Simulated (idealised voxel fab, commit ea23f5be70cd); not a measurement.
Herein follows the process module entitled voxel lift off.
FYI the section here is cut, 215 nm wide, cells are 5 nm squares.
Cross-section, as written here: a square-cell grid given band by band from the top down, where a band holds one or more rows of cells.
Top height, bottom height, nm. Materials left to right, width each, nm. Single material + "all across" = fills band edge to edge. "empty" = empty.
Heights are expressed relative to 0, this being the level below which the as-received wafer comprises one material exclusively. The lowest band is unbounded in the downward direction and is denoted as in "0 nm and below".
The notation "30->40" denotes a width that varies across the rows of cells in the band, beginning at the first number in the top row, finishing at the second number in the bottom row, and changing by an identical amount from each row to the next.
Any step labelled "nothing changed" changed none of the cells in the cross-section.
"Voids, enclosed" means: voids of 8 cells or more that are shut off from the top with no open way through. Written width x height at distance, distance from the left edge, in nm.
Anything after a step's settings on that line? It's the simulator's own note about the step.
"overlay nm" denotes, for a step that has a mask, the displacement of the mask to the right of its planned place, with negative values corresponding to the left.

## The following list gives the planned process steps
1: RECEIVE with material Si
2: CONFORMAL_DEP with material SiN, thk nm 5
3: PATTERN with tone open, mask id LINES, material resist, width nm 25, pitch nm 50, thk nm 25, overlay nm -5
4: DIRECTIONAL_DEP with material Ru, thk nm 15
5: STRIP with etch materials resist
6: CONFORMAL_DEP with material SiN, thk nm 5
The wafers are alike at the start. At step 3, their overlay nm differs. The plan lists the first wafer's value.

## First of several wafers, received after step 1, in cross-section
  0 nm and below | Si all across
  Voids, enclosed: none

## Gained (+) or lost (-) cells of each material since receipt, then closed voids: one row per wafer, at the end of the module
overlay nm -5; +60 Ru; +110 SiN; Voids, enclosed: none
overlay nm 0; +60 Ru; +110 SiN; Voids, enclosed: none
overlay nm 5; +60 Ru; +110 SiN; Voids, enclosed: none
